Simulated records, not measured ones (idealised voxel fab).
Process module name: voxel transistor to metal
In the cross-section labelled cut, the width is 195 nm and each square cell is 5 nm.
In this document a cross-section is written as a grid of square cells. It is given as a series of bands, listed from the top down, and a band is one or more rows of cells. The band entry comprises the height of the band's top followed by the height of its bottom, expressed in nm, and subsequently the band's materials from left to right, each stated together with its width in nm. Where a single material is marked with the word "throughout", that material fills the band from edge to edge. The word "empty" represents empty space. Below 0: as-received wafer, all one material; heights counted from there. Lowest band: no bottom, goes on down, written "top 0, no bottom". A width given as "30 to 40" starts at the first number in the band's top row and ends at the second number in its bottom row, shifting by an equal amount at every step from row to row. When a step is marked "no modifications", none of the cells in the cross-section changed during that step. Under "Sealed internal voids" you'll find the enclosed gaps, the ones with no way out to the top, that are 8 cells or bigger; each reads width x height at distance, with distance counted from the left edge, everything in nm. What comes after the settings on a step's line is commentary from the simulator itself on that step. What "overlay nm" on a step's line means: if the step has a mask, that mask lay this far to the right of its planned place, or, when the value is negative, to the left.
### List of planned process steps
| 1 | RECEIVE with material Si |
| 2 | CONFORMAL_DEP with material SiO2, thk nm 5 |
| 3 | CONFORMAL_DEP with material SiN, thk nm 10 |
| 4 | DIRECTIONAL_DEP with material aC, thk nm 10 |
| 5 | PATTERN with tone cover, mask id ACTIVE, material resist, width nm 115, thk nm 25, overlay nm 0 |
| 6 | DIRECTIONAL_ETCH with etch materials aC, depth nm 10 |
| 7 | STRIP with etch materials resist |
| 8 | DIRECTIONAL_ETCH with etch materials SiN, depth nm 10 |
| 9 | DIRECTIONAL_ETCH with etch materials SiO2, depth nm 5 |
| 10 | DIRECTIONAL_ETCH with etch materials Si, depth nm 25 |
| 11 | STRIP with etch materials aC |
| 12 | FILL_DEP with material SiO2, thk nm 5 |
| 13 | CMP with height nm 15 |
| 14 | SELECTIVE_ETCH with etch materials SiO2, depth nm 10 |
| 15 | STRIP with etch materials SiN |
| 16 | SELECTIVE_ETCH with etch materials SiO2, depth nm 5 |
| 17 | OXIDIZE with depth nm 5 |
| 18 | DIRECTIONAL_DEP with material polySi, thk nm 25 |
| 19 | DIRECTIONAL_DEP with material SiCN, thk nm 15 |
| 20 | MASKED_ETCH with tone cover, mask id GATE, width nm 25, etch materials SiCN, depth nm 25, overlay nm 0 |
| 21 | MASKED_ETCH with tone cover, mask id GATE, width nm 25, etch materials polySi, depth nm 35, overlay nm 0 |
| 22 | CONFORMAL_DEP with material SiO2, thk nm 5 |
| 23 | DIRECTIONAL_ETCH with etch materials SiO2, depth nm 5 |
| 24 | CONFORMAL_DEP with material SiN, thk nm 10 |
| 25 | DIRECTIONAL_ETCH with etch materials SiN, depth nm 10 |
| 26 | DIRECTIONAL_ETCH with etch materials SiO2, depth nm 5 |
| 27 | DIRECTIONAL_ETCH with etch materials Si, depth nm 5 |
| 28 | EPI with material SiGe, thk nm 10 |
| 29 | FILL_DEP with material SiO2, thk nm 5 |
| 30 | CMP with height nm 25 |
| 31 | STRIP with etch materials polySi |
| 32 | SELECTIVE_ETCH with etch materials SiO2, depth nm 5 |
| 33 | CONFORMAL_DEP with material HfO2, thk nm 5 |
| 34 | CONFORMAL_DEP with material TiN, thk nm 5 |
| 35 | FILL_DEP with material W, thk nm 5 |
| 36 | CMP with height nm 20 |
| 37 | DIRECTIONAL_DEP with material SiO2, thk nm 10 |
| 38 | MASKED_ETCH with tone open, mask id CONTACT, width nm 20, pitch nm 75, etch materials SiO2, depth nm 30, overlay nm 0 |
| 39 | CONFORMAL_DEP with material TiN, thk nm 5 |
| 40 | FILL_DEP with material W, thk nm 5 |
| 41 | CMP with height nm 30 |
| 42 | CONFORMAL_DEP with material SiCN, thk nm 5 |
| 43 | DIRECTIONAL_DEP with material SiO2, thk nm 15 |
| 44 | DIRECTIONAL_DEP with material aC, thk nm 15 |
| 45 | PATTERN with tone open, mask id METAL_1, material resist, width nm 20, pitch nm 75, thk nm 30, overlay nm 0 |
| 46 | DIRECTIONAL_ETCH with etch materials aC, depth nm 15 |
| 47 | STRIP with etch materials resist |
| 48 | DIRECTIONAL_ETCH with etch materials SiO2, depth nm 15 |
| 49 | DIRECTIONAL_ETCH with etch materials SiCN, depth nm 5 |
| 50 | STRIP with etch materials aC |
| 51 | CONFORMAL_DEP with material TiN, thk nm 5 |
| 52 | FILL_DEP with material Ru, thk nm 5 |
| 53 | CMP with height nm 50 |
| 54 | CONFORMAL_DEP with material SiN, thk nm 5 |
### Shown in cross-section is the wafer as received, that is, as it stands after step 1
top 0, no bottom | Si throughout
Sealed internal voids: none
### Starting wafer: above. Plan: above. Run: one mistake. Cross-section after the module: below
top 55, bottom 50 | SiN throughout
top 50, bottom 35 | SiO2 50 | TiN 5 | Ru 10 | TiN 5 | SiO2 55 | TiN 5 | Ru 10 | TiN 5 | SiO2 50
top 35, bottom 30 | SiCN 50 | TiN 20 | SiCN 55 | TiN 20 | SiCN 50
top 30, bottom 20 | SiO2 50 | TiN 5 | W 10 | TiN 5 | SiO2 55 | TiN 5 | W 10 | TiN 5 | SiO2 50
top 20, bottom 10 | SiO2 50 | TiN 5 | W 10 | TiN 5 | SiN 10 | HfO2 5 | TiN 5 | W 15 | TiN 5 | HfO2 5 | SiN 10 | TiN 5 | W 10 | TiN 5 | SiO2 50
top 10, bottom 5 | SiO2 50 | TiN 20 | SiN 10 | HfO2 5 | TiN 5 | W 15 | TiN 5 | HfO2 5 | SiN 10 | TiN 20 | SiO2 50
top 5, bottom 0 | SiO2 50 | TiN 10 | SiGe 10 | SiN 10 | HfO2 5 | TiN 25 | HfO2 5 | SiN 10 | SiGe 10 | TiN 10 | SiO2 50
top 0, bottom -5 | SiO2 35 | SiGe 35 | SiO2 10 | HfO2 35 | SiO2 10 | SiGe 35 | SiO2 35
top -5, bottom -10 | SiO2 40 | SiGe 30 | Si 55 | SiGe 30 | SiO2 40
top -10, bottom -50 | SiO2 40 | Si 115 | SiO2 40
top -50, no bottom | Si throughout
Sealed internal voids: none
Want to know what went wrong? yeah, plan step 10 got run twice
